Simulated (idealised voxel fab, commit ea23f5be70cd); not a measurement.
process module | voxel plated lines
In the cross-section labelled cut, the width is 235 nm and each square cell is 5 nm.
Cross-section = grid of square cells, listed top down in bands; band = one or more rows.
Top height, bottom height, nm. Materials left to right, width each, nm. Single material + "throughout" = fills band edge to edge. "air" = empty.
Heads up on the height convention: 0 is the point under which the incoming wafer is all one material, and the lowest band has no bottom, it just keeps going down, like "0..down".
The two numbers in a width such as "30 to 40" mark its ends across the band: the first belongs to the top row of cells, the second to the bottom row, and from each row to the next the width moves by the same amount.
The designation "remains unaltered", where it is given for a processing step, indicates that no cell of the cross-section was altered in the course of that step.
"Enclosed cavity list" enumerates empty spaces isolated from the top, with no open way to it, that contain at least 8 cells, giving each as width x height at distance from the left edge, all three in nm.
Heads up: the bit after the settings on a step's line is the simulator's remark on that step.
overlay nm: right-of-plan distance of the mask on a masked step; negative values mean left-of-plan.
If you're wondering how to read the rest of this, here's the deal. It's pairs of cross-sections: one from before a process step, one from after it. The after one is only drawn as far down as the lowest band that changed. Right under each pair you'll see which step sits between them and what its settings were. Don't read the pairs as one continuous story, though. They can come from different runs of this module on the same starting wafer, and a pair only carries on from the one above it where its entry headed "Status before step" says so.

Status before step
> 0..down | Si throughout
> Enclosed cavity list: none

Section After Processing
> 15..0 | SiO2 throughout
> below 0: unchanged
> Enclosed cavity list: none
Process step (between the before and after cross-sections above): CONFORMAL_DEP (material SiO2; thk nm 15)

Status before step: For the state before this step, see the after cross-section of the pair located directly above.

Section After Processing
> 20..15 | TiN throughout
> below 15: unchanged
> Enclosed cavity list: none
Process step (between the before and after cross-sections above): DIRECTIONAL_DEP (material TiN; thk nm 5)

Status before step: For the state before this step, see the after cross-section of the pair located directly above.

Section After Processing
> 55..20 | 90 nm resist / 15 nm air / 20 nm resist / 15 nm air / 95 nm resist
> below 20: unchanged
> Enclosed cavity list: none
Process step (between the before and after cross-sections above): PATTERN (tone open; mask id LINES; material resist; width nm 15; pitch nm 35; thk nm 35; overlay nm 0)

Status before step: For the state before this step, see the after cross-section of the pair located directly above.

Section After Processing
> 55..25 | 90 nm resist / 15 nm air / 20 nm resist / 15 nm air / 95 nm resist
> 25..20 | 90 nm resist / 15 nm Ru / 20 nm resist / 15 nm Ru / 95 nm resist
> below 20: unchanged
> Enclosed cavity list: none
Process step (between the before and after cross-sections above): EPI (material Ru; thk nm 5)

Status before step: For the state before this step, see the after cross-section of the pair located directly above.

Section After Processing
> 55..35 | 90 nm resist / 15 nm air / 20 nm resist / 15 nm air / 95 nm resist
> 35..20 | 90 nm resist / 15 nm Ru / 20 nm resist / 15 nm Ru / 95 nm resist
> below 20: unchanged
> Enclosed cavity list: none
Process step (between the before and after cross-sections above): EPI (material Ru; thk nm 10)

Status before step: For the state before this step, see the after cross-section of the pair located directly above.

Section After Processing
> 55..40 | 90 nm resist / 15 nm air / 20 nm resist / 15 nm air / 95 nm resist
> 40..20 | 90 nm resist / 15 nm Ru / 20 nm resist / 15 nm Ru / 95 nm resist
> below 20: unchanged
> Enclosed cavity list: none
Process step (between the before and after cross-sections above): EPI (material Ru; thk nm 5)

Status before step: For the state before this step, see the after cross-section of the pair located directly above.

Section After Processing
> 40..20 | 90 nm air / 15 nm Ru / 20 nm air / 15 nm Ru / 95 nm air
> below 20: unchanged
> Enclosed cavity list: none
Process step (between the before and after cross-sections above): STRIP (etch materials resist)

Status before step: For the state before this step, see the after cross-section of the pair located directly above.

Section After Processing
> 40..20 | 90 nm air / 15 nm Ru / 20 nm air / 15 nm Ru / 95 nm air
> 20..15 | 90 nm air / 15 nm TiN / 20 nm air / 15 nm TiN / 95 nm air
> below 15: unchanged
> Enclosed cavity list: none
Process step (between the before and after cross-sections above): DIRECTIONAL_ETCH (etch materials TiN; depth nm 5)

Status before step: For the state before this step, see the after cross-section of the pair located directly above.

Section After Processing
> 45..40 | 85 nm air / 25 nm SiN / 10 nm air / 25 nm SiN / 90 nm air
> 40..20 | 85 nm air / 5 nm SiN / 15 nm Ru / 5 nm SiN / 10 nm air / 5 nm SiN / 15 nm Ru / 5 nm SiN / 90 nm air
> 20..15 | 90 nm SiN / 15 nm TiN / 20 nm SiN / 15 nm TiN / 95 nm SiN
> below 15: unchanged
> Enclosed cavity list: none
Process step (between the before and after cross-sections above): CONFORMAL_DEP (material SiN; thk nm 5)

Status before step
> 20..15 | TiN throughout
> 15..0 | SiO2 throughout
> 0..down | Si throughout
> Enclosed cavity list: none

Section After Processing
> 25..20 | Ru throughout
> below 20: unchanged
> Enclosed cavity list: none
Process step (between the before and after cross-sections above): EPI (material Ru; thk nm 5)

Status before step: For the state before this step, see the after cross-section of the pair located directly above.

Section After Processing
> 35..20 | Ru throughout
> below 20: unchanged
> Enclosed cavity list: none
Process step (between the before and after cross-sections above): EPI (material Ru; thk nm 10)

Status before step: For the state before this step, see the after cross-section of the pair located directly above.

Section After Processing
> 40..20 | Ru throughout
> below 20: unchanged
> Enclosed cavity list: none
Process step (between the before and after cross-sections above): EPI (material Ru; thk nm 5)

Status before step: For the state before this step, see the after cross-section of the pair located directly above.

Section After Processing
> 45..40 | SiN throughout
> below 40: unchanged
> Enclosed cavity list: none
Process step (between the before and after cross-sections above): CONFORMAL_DEP (material SiN; thk nm 5)

Status before step
> 55..35 | 90 nm resist / 15 nm air / 20 nm resist / 15 nm air / 95 nm resist
> 35..20 | 90 nm resist / 15 nm Ru / 20 nm resist / 15 nm Ru / 95 nm resist
> 20..15 | TiN throughout
> 15..0 | SiO2 throughout
> 0..down | Si throughout
> Enclosed cavity list: none

Section After Processing
> 55..45 | 90 nm resist / 15 nm air / 20 nm resist / 15 nm air / 95 nm resist
> 45..20 | 90 nm resist / 15 nm Ru / 20 nm resist / 15 nm Ru / 95 nm resist
> below 20: unchanged
> Enclosed cavity list: none
Process step (between the before and after cross-sections above): EPI (material Ru; thk nm 10)

Status before step: For the state before this step, see the after cross-section of the pair located directly above.

Section After Processing
> 55..50 | 90 nm resist / 15 nm air / 20 nm resist / 15 nm air / 95 nm resist
> 50..20 | 90 nm resist / 15 nm Ru / 20 nm resist / 15 nm Ru / 95 nm resist
> below 20: unchanged
> Enclosed cavity list: none
Process step (between the before and after cross-sections above): EPI (material Ru; thk nm 5)

Status before step: For the state before this step, see the after cross-section of the pair located directly above.

Section After Processing
> 50..20 | 90 nm air / 15 nm Ru / 20 nm air / 15 nm Ru / 95 nm air
> below 20: unchanged
> Enclosed cavity list: none
Process step (between the before and after cross-sections above): STRIP (etch materials resist)

Status before step: For the state before this step, see the after cross-section of the pair located directly above.

Section After Processing
> 50..20 | 90 nm air / 15 nm Ru / 20 nm air / 15 nm Ru / 95 nm air
> 20..15 | 90 nm air / 15 nm TiN / 20 nm air / 15 nm TiN / 95 nm air
> below 15: unchanged
> Enclosed cavity list: none
Process step (between the before and after cross-sections above): DIRECTIONAL_ETCH (etch materials TiN; depth nm 5)

Status before step: For the state before this step, see the after cross-section of the pair located directly above.

Section After Processing
> 55..50 | 85 nm air / 25 nm SiN / 10 nm air / 25 nm SiN / 90 nm air
> 50..20 | 85 nm air / 5 nm SiN / 15 nm Ru / 5 nm SiN / 10 nm air / 5 nm SiN / 15 nm Ru / 5 nm SiN / 90 nm air
> 20..15 | 90 nm SiN / 15 nm TiN / 20 nm SiN / 15 nm TiN / 95 nm SiN
> below 15: unchanged
> Enclosed cavity list: none
Process step (between the before and after cross-sections above): CONFORMAL_DEP (material SiN; thk nm 5)

Status before step
> 0..down | Si throughout
> Enclosed cavity list: none

Section After Processing
> 5..0 | TiN throughout
> below 0: unchanged
> Enclosed cavity list: none
Process step (between the before and after cross-sections above): DIRECTIONAL_DEP (material TiN; thk nm 5)

Status before step: For the state before this step, see the after cross-section of the pair located directly above.

Section After Processing
> 20..5 | SiO2 throughout
> below 5: unchanged
> Enclosed cavity list: none
Process step (between the before and after cross-sections above): CONFORMAL_DEP (material SiO2; thk nm 15)

Status before step: For the state before this step, see the after cross-section of the pair located directly above.

Section After Processing
> 55..20 | 90 nm resist / 15 nm air / 20 nm resist / 15 nm air / 95 nm resist
> below 20: unchanged
> Enclosed cavity list: none
Process step (between the before and after cross-sections above): PATTERN (tone open; mask id LINES; material resist; width nm 15; pitch nm 35; thk nm 35; overlay nm 0)

Status before step: For the state before this step, see the after cross-section of the pair located directly above.

Section After Processing
> 20..5 | SiO2 throughout
> below 5: unchanged
> Enclosed cavity list: none
Process step (between the before and after cross-sections above): STRIP (etch materials resist)

Status before step: For the state before this step, see the after cross-section of the pair located directly above.

Section After Processing
> 25..20 | SiN throughout
> below 20: unchanged
> Enclosed cavity list: none
Process step (between the before and after cross-sections above): CONFORMAL_DEP (material SiN; thk nm 5)

Status before step
> 0..down | Si throughout
> Enclosed cavity list: none

Section After Processing
> 25..0 | SiO2 throughout
> below 0: unchanged
> Enclosed cavity list: none
Process step (between the before and after cross-sections above): CONFORMAL_DEP (material SiO2; thk nm 25)

Status before step: For the state before this step, see the after cross-section of the pair located directly above.

Section After Processing
> 30..25 | TiN throughout
> below 25: unchanged
> Enclosed cavity list: none
Process step (between the before and after cross-sections above): DIRECTIONAL_DEP (material TiN; thk nm 5)

Status before step: For the state before this step, see the after cross-section of the pair located directly above.

Section After Processing
> 65..30 | 90 nm resist / 15 nm air / 20 nm resist / 15 nm air / 95 nm resist
> below 30: unchanged
> Enclosed cavity list: none
Process step (between the before and after cross-sections above): PATTERN (tone open; mask id LINES; material resist; width nm 15; pitch nm 35; thk nm 35; overlay nm 0)

Status before step: For the state before this step, see the after cross-section of the pair located directly above.

Section After Processing
> 65..35 | 90 nm resist / 15 nm air / 20 nm resist / 15 nm air / 95 nm resist
> 35..30 | 90 nm resist / 15 nm Ru / 20 nm resist / 15 nm Ru / 95 nm resist
> below 30: unchanged
> Enclosed cavity list: none
Process step (between the before and after cross-sections above): EPI (material Ru; thk nm 5)

Status before step: For the state before this step, see the after cross-section of the pair located directly above.

Section After Processing
> 65..45 | 90 nm resist / 15 nm air / 20 nm resist / 15 nm air / 95 nm resist
> 45..30 | 90 nm resist / 15 nm Ru / 20 nm resist / 15 nm Ru / 95 nm resist
> below 30: unchanged
> Enclosed cavity list: none
Process step (between the before and after cross-sections above): EPI (material Ru; thk nm 10)

Status before step: For the state before this step, see the after cross-section of the pair located directly above.

Section After Processing
> 65..50 | 90 nm resist / 15 nm air / 20 nm resist / 15 nm air / 95 nm resist
> 50..30 | 90 nm resist / 15 nm Ru / 20 nm resist / 15 nm Ru / 95 nm resist
> below 30: unchanged
> Enclosed cavity list: none
Process step (between the before and after cross-sections above): EPI (material Ru; thk nm 5)

Status before step: For the state before this step, see the after cross-section of the pair located directly above.

Section After Processing
> 50..30 | 90 nm air / 15 nm Ru / 20 nm air / 15 nm Ru / 95 nm air
> below 30: unchanged
> Enclosed cavity list: none
Process step (between the before and after cross-sections above): STRIP (etch materials resist)

Status before step: For the state before this step, see the after cross-section of the pair located directly above.

Section After Processing
> 50..30 | 90 nm air / 15 nm Ru / 20 nm air / 15 nm Ru / 95 nm air
> 30..25 | 90 nm air / 15 nm TiN / 20 nm air / 15 nm TiN / 95 nm air
> below 25: unchanged
> Enclosed cavity list: none
Process step (between the before and after cross-sections above): DIRECTIONAL_ETCH (etch materials TiN; depth nm 5)

Status before step: For the state before this step, see the after cross-section of the pair located directly above.

Section After Processing
> 55..50 | 85 nm air / 25 nm SiN / 10 nm air / 25 nm SiN / 90 nm air
> 50..30 | 85 nm air / 5 nm SiN / 15 nm Ru / 5 nm SiN / 10 nm air / 5 nm SiN / 15 nm Ru / 5 nm SiN / 90 nm air
> 30..25 | 90 nm SiN / 15 nm TiN / 20 nm SiN / 15 nm TiN / 95 nm SiN
> below 25: unchanged
> Enclosed cavity list: none
Process step (between the before and after cross-sections above): CONFORMAL_DEP (material SiN; thk nm 5)

Status before step
> 20..15 | TiN throughout
> 15..0 | SiO2 throughout
> 0..down | Si throughout
> Enclosed cavity list: none

Section After Processing
> 55..20 | 90 nm resist / 20 nm air / 15 nm resist / 20 nm air / 90 nm resist
> below 20: unchanged
> Enclosed cavity list: none
Process step (between the before and after cross-sections above): PATTERN (tone open; mask id LINES; material resist; width nm 20; pitch nm 35; thk nm 35; overlay nm 0)

Status before step: For the state before this step, see the after cross-section of the pair located directly above.

Section After Processing
> 55..25 | 90 nm resist / 20 nm air / 15 nm resist / 20 nm air / 90 nm resist
> 25..20 | 90 nm resist / 20 nm Ru / 15 nm resist / 20 nm Ru / 90 nm resist
> below 20: unchanged
> Enclosed cavity list: none
Process step (between the before and after cross-sections above): EPI (material Ru; thk nm 5)

Status before step: For the state before this step, see the after cross-section of the pair located directly above.

Section After Processing
> 55..35 | 90 nm resist / 20 nm air / 15 nm resist / 20 nm air / 90 nm resist
> 35..20 | 90 nm resist / 20 nm Ru / 15 nm resist / 20 nm Ru / 90 nm resist
> below 20: unchanged
> Enclosed cavity list: none
Process step (between the before and after cross-sections above): EPI (material Ru; thk nm 10)

Status before step: For the state before this step, see the after cross-section of the pair located directly above.

Section After Processing
> 55..40 | 90 nm resist / 20 nm air / 15 nm resist / 20 nm air / 90 nm resist
> 40..20 | 90 nm resist / 20 nm Ru / 15 nm resist / 20 nm Ru / 90 nm resist
> below 20: unchanged
> Enclosed cavity list: none
Process step (between the before and after cross-sections above): EPI (material Ru; thk nm 5)

Status before step: For the state before this step, see the after cross-section of the pair located directly above.

Section After Processing
> 40..20 | 90 nm air / 20 nm Ru / 15 nm air / 20 nm Ru / 90 nm air
> below 20: unchanged
> Enclosed cavity list: none
Process step (between the before and after cross-sections above): STRIP (etch materials resist)

Status before step: For the state before this step, see the after cross-section of the pair located directly above.

Section After Processing
> 40..20 | 90 nm air / 20 nm Ru / 15 nm air / 20 nm Ru / 90 nm air
> 20..15 | 90 nm air / 20 nm TiN / 15 nm air / 20 nm TiN / 90 nm air
> below 15: unchanged
> Enclosed cavity list: none
Process step (between the before and after cross-sections above): DIRECTIONAL_ETCH (etch materials TiN; depth nm 5)

Status before step: For the state before this step, see the after cross-section of the pair located directly above.

Section After Processing
> 45..40 | 85 nm air / 30 nm SiN / 5 nm air / 30 nm SiN / 85 nm air
> 40..20 | 85 nm air / 5 nm SiN / 20 nm Ru / 5 nm SiN / 5 nm air / 5 nm SiN / 20 nm Ru / 5 nm SiN / 85 nm air
> 20..15 | 90 nm SiN / 20 nm TiN / 15 nm SiN / 20 nm TiN / 90 nm SiN
> below 15: unchanged
> Enclosed cavity list: none
Process step (between the before and after cross-sections above): CONFORMAL_DEP (material SiN; thk nm 5)

Status before step
> 20..15 | TiN throughout
> 15..0 | SiO2 throughout
> 0..down | Si throughout
> Enclosed cavity list: none

Section After Processing
> 55..20 | 80 nm resist / 15 nm air / 20 nm resist / 15 nm air / 105 nm resist
> below 20: unchanged
> Enclosed cavity list: none
Process step (between the before and after cross-sections above): PATTERN (tone open; mask id LINES; material resist; width nm 15; pitch nm 35; thk nm 35; overlay nm -10)

Status before step: For the state before this step, see the after cross-section of the pair located directly above.

Section After Processing
> 55..25 | 80 nm resist / 15 nm air / 20 nm resist / 15 nm air / 105 nm resist
> 25..20 | 80 nm resist / 15 nm Ru / 20 nm resist / 15 nm Ru / 105 nm resist
> below 20: unchanged
> Enclosed cavity list: none
Process step (between the before and after cross-sections above): EPI (material Ru; thk nm 5)

Status before step: For the state before this step, see the after cross-section of the pair located directly above.

Section After Processing
> 55..35 | 80 nm resist / 15 nm air / 20 nm resist / 15 nm air / 105 nm resist
> 35..20 | 80 nm resist / 15 nm Ru / 20 nm resist / 15 nm Ru / 105 nm resist
> below 20: unchanged
> Enclosed cavity list: none
Process step (between the before and after cross-sections above): EPI (material Ru; thk nm 10)

Status before step: For the state before this step, see the after cross-section of the pair located directly above.

Section After Processing
> 55..40 | 80 nm resist / 15 nm air / 20 nm resist / 15 nm air / 105 nm resist
> 40..20 | 80 nm resist / 15 nm Ru / 20 nm resist / 15 nm Ru / 105 nm resist
> below 20: unchanged
> Enclosed cavity list: none
Process step (between the before and after cross-sections above): EPI (material Ru; thk nm 5)

Status before step: For the state before this step, see the after cross-section of the pair located directly above.

Section After Processing
> 40..20 | 80 nm air / 15 nm Ru / 20 nm air / 15 nm Ru / 105 nm air
> below 20: unchanged
> Enclosed cavity list: none
Process step (between the before and after cross-sections above): STRIP (etch materials resist)

Status before step: For the state before this step, see the after cross-section of the pair located directly above.

Section After Processing
> 40..20 | 80 nm air / 15 nm Ru / 20 nm air / 15 nm Ru / 105 nm air
> 20..15 | 80 nm air / 15 nm TiN / 20 nm air / 15 nm TiN / 105 nm air
> below 15: unchanged
> Enclosed cavity list: none
Process step (between the before and after cross-sections above): DIRECTIONAL_ETCH (etch materials TiN; depth nm 5)

Status before step: For the state before this step, see the after cross-section of the pair located directly above.

Section After Processing
> 45..40 | 75 nm air / 25 nm SiN / 10 nm air / 25 nm SiN / 100 nm air
> 40..20 | 75 nm air / 5 nm SiN / 15 nm Ru / 5 nm SiN / 10 nm air / 5 nm SiN / 15 nm Ru / 5 nm SiN / 100 nm air
> 20..15 | 80 nm SiN / 15 nm TiN / 20 nm SiN / 15 nm TiN / 105 nm SiN
> below 15: unchanged
> Enclosed cavity list: none
Process step (between the before and after cross-sections above): CONFORMAL_DEP (material SiN; thk nm 5)

Status before step
> 40..20 | 90 nm air / 15 nm Ru / 20 nm air / 15 nm Ru / 95 nm air
> 20..15 | TiN throughout
> 15..0 | SiO2 throughout
> 0..down | Si throughout
> Enclosed cavity list: none

Section After Processing
> 35..20 | 90 nm air / 15 nm Ru / 20 nm air / 15 nm Ru / 95 nm air
> below 20: unchanged
> Enclosed cavity list: none
Process step (between the before and after cross-sections above): DIRECTIONAL_ETCH (etch materials Ru; depth nm 5)

Status before step: For the state before this step, see the after cross-section of the pair located directly above.

Section After Processing
> 40..35 | 85 nm air / 25 nm SiN / 10 nm air / 25 nm SiN / 90 nm air
> 35..25 | 85 nm air / 5 nm SiN / 15 nm Ru / 5 nm SiN / 10 nm air / 5 nm SiN / 15 nm Ru / 5 nm SiN / 90 nm air
> 25..20 | 90 nm SiN / 15 nm Ru / 20 nm SiN / 15 nm Ru / 95 nm SiN
> below 20: unchanged
> Enclosed cavity list: none
Process step (between the before and after cross-sections above): CONFORMAL_DEP (material SiN; thk nm 5)

Status before step
> 20..15 | TiN throughout
> 15..0 | SiO2 throughout
> 0..down | Si throughout
> Enclosed cavity list: none

Section After Processing
> 55..20 | 90 nm air / 15 nm resist / 20 nm air / 15 nm resist / 95 nm air
> below 20: unchanged
> Enclosed cavity list: none
Process step (between the before and after cross-sections above): PATTERN (tone cover; mask id LINES; material resist; width nm 15; pitch nm 35; thk nm 35; overlay nm 0)

Status before step: For the state before this step, see the after cross-section of the pair located directly above.

Section After Processing
> 55..25 | 90 nm air / 15 nm resist / 20 nm air / 15 nm resist / 95 nm air
> 25..20 | 90 nm Ru / 15 nm resist / 20 nm Ru / 15 nm resist / 95 nm Ru
> below 20: unchanged
> Enclosed cavity list: none
Process step (between the before and after cross-sections above): EPI (material Ru; thk nm 5)

Status before step: For the state before this step, see the after cross-section of the pair located directly above.

Section After Processing
> 55..35 | 90 nm air / 15 nm resist / 20 nm air / 15 nm resist / 95 nm air
> 35..20 | 90 nm Ru / 15 nm resist / 20 nm Ru / 15 nm resist / 95 nm Ru
> below 20: unchanged
> Enclosed cavity list: none
Process step (between the before and after cross-sections above): EPI (material Ru; thk nm 10)

Status before step: For the state before this step, see the after cross-section of the pair located directly above.

Section After Processing
> 55..40 | 90 nm air / 15 nm resist / 20 nm air / 15 nm resist / 95 nm air
> 40..20 | 90 nm Ru / 15 nm resist / 20 nm Ru / 15 nm resist / 95 nm Ru
> below 20: unchanged
> Enclosed cavity list: none
Process step (between the before and after cross-sections above): EPI (material Ru; thk nm 5)

Status before step: For the state before this step, see the after cross-section of the pair located directly above.

Section After Processing
> 40..20 | 90 nm Ru / 15 nm air / 20 nm Ru / 15 nm air / 95 nm Ru
> below 20: unchanged
> Enclosed cavity list: none
Process step (between the before and after cross-sections above): STRIP (etch materials resist)

Status before step: For the state before this step, see the after cross-section of the pair located directly above.

Section After Processing
> 40..20 | 90 nm Ru / 15 nm air / 20 nm Ru / 15 nm air / 95 nm Ru
> 20..15 | 90 nm TiN / 15 nm air / 20 nm TiN / 15 nm air / 95 nm TiN
> below 15: unchanged
> Enclosed cavity list: none
Process step (between the before and after cross-sections above): DIRECTIONAL_ETCH (etch materials TiN; depth nm 5)

Status before step: For the state before this step, see the after cross-section of the pair located directly above.

Section After Processing
> 45..40 | 95 nm SiN / 5 nm air / 30 nm SiN / 5 nm air / 100 nm SiN
> 40..20 | 90 nm Ru / 5 nm SiN / 5 nm air / 5 nm SiN / 20 nm Ru / 5 nm SiN / 5 nm air / 5 nm SiN / 95 nm Ru
> 20..15 | 90 nm TiN / 15 nm SiN / 20 nm TiN / 15 nm SiN / 95 nm TiN
> below 15: unchanged
> Enclosed cavity list: none
Process step (between the before and after cross-sections above): CONFORMAL_DEP (material SiN; thk nm 5)
